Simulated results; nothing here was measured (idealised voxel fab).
process module | voxel air gaps
cross-section cut | 155 nm wide | cells 5 nm
A cross-section is a grid of square cells, given in bands from the top down. A band is one or more rows of cells.
Each band's line starts with the height of the band's top and of its bottom, in nm. Then come its materials from left to right, each with its width in nm. One material with "throughout" fills the band from edge to edge. "air" is empty space.
Height 0 is the level under which the wafer as received is all one material. The lowest band goes on downwards, as in "0 down".
A width such as "30 to 40" changes by the same amount from each row of cells to the next, from the band's top row to its bottom row.
"no change" after a step means that no cell of the cross-section changed.
closed voids: empty space of 8 cells or more with no open way to the top, each as width x height at its distance from the left edge, in nm
after a step's settings: what the simulator itself notes on the step
overlay nm, on a step with a mask: how far to the right of its planned place the mask lay; to the left if negative
plan
1 op RECEIVE | material Si
2 op CONFORMAL_DEP | material SiO2 | thk nm 15
3 op CONFORMAL_DEP | material SiCN | thk nm 5
4 op DIRECTIONAL_DEP | material lowk | thk nm 40
5 op PATTERN | tone open | mask id LINES | material resist | width nm 15 | pitch nm 40 | thk nm 20 | overlay nm 0
6 op DIRECTIONAL_ETCH | etch materials lowk | depth nm 40
7 op STRIP | etch materials resist
8 op CONFORMAL_DEP | material TiN | thk nm 5
9 op FILL_DEP | material W | thk nm 10
10 op CMP | height nm 60
11 op EPI | material Ru | thk nm 10
12 op SELECTIVE_ETCH | etch materials lowk | depth nm 50
13 op CONFORMAL_DEP | material SiCN | thk nm 5
as received, after step 1
  0 down: Si throughout
  closed voids: none
a wafer at the end: this start, this plan, one mistake
  75 to 70: SiCN throughout
  70 to 60: Ru throughout
  60 to 25: W 25 | TiN 5 | lowk 15 | TiN 5 | W 15 | TiN 5 | lowk 15 | TiN 5 | W 15 | TiN 5 | lowk 15 | TiN 5 | W 25
  25 to 20: TiN 30 | lowk 15 | TiN 25 | lowk 15 | TiN 25 | lowk 15 | TiN 30
  20 to 15: SiCN throughout
  15 to 0: SiO2 throughout
  0 down: Si throughout
  closed voids: none
what went wrong: step 5 ran as: op PATTERN | tone cover | mask id LINES | material resist | width nm 15 | pitch nm 40 | thk nm 20 | overlay nm 0
